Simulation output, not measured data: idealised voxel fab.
process module | voxel trench capacitor
cross-section cut | 285 nm wide | cells 5 nm
A cross-section is a grid of square cells, given in bands from the top down. A band is one or more rows of cells.
Each band's line starts with the height of the band's top and of its bottom, in nm. Then come its materials from left to right, each with its width in nm. One material with "throughout" fills the band from edge to edge. "air" is empty space.
Height 0 is the level under which the wafer as received is all one material. The lowest band goes on downwards, as in "0 down".
A width such as "30 to 40" changes by the same amount from each row of cells to the next, from the band's top row to its bottom row.
"no change" after a step means that no cell of the cross-section changed.
closed voids: empty space of 8 cells or more with no open way to the top, each as width x height at its distance from the left edge, in nm
after a step's settings: what the simulator itself notes on the step
overlay nm, on a step with a mask: how far to the right of its planned place the mask lay; to the left if negative
plan
1 op RECEIVE | material Si
2 op CONFORMAL_DEP | material SiN | thk nm 5
3 op MASKED_ETCH | tone open | mask id TRENCH | width nm 15 | pitch nm 45 | etch materials SiN | depth nm 5 | overlay nm 0
4 op MASKED_ETCH | tone open | mask id TRENCH | width nm 20 | pitch nm 45 | etch materials Si | depth nm 25 | overlay nm 0
5 op CONFORMAL_DEP | material SiO2 | thk nm 5
6 op FILL_DEP | material polySi | thk nm 5
7 op CMP | height nm 5
varied across the wafers: width nm of step 3. The plan shows the first wafer's value. All wafers start alike
first wafer as received, after step 1
  0 down: Si throughout
  closed voids: none
each wafer at the end: cells of each material gained (+) or lost (-) since it was received, then its closed voids
width nm 15 | -45 Si | +48 SiN | +39 SiO2 | +15 polySi | closed voids: none
width nm 20 | -60 Si | +45 SiN | +42 SiO2 | +30 polySi | closed voids: none
width nm 25 | -60 Si | +42 SiN | +45 SiO2 | +30 polySi | closed voids: none
width nm 30 | -60 Si | +39 SiN | +48 SiO2 | +30 polySi | closed voids: none
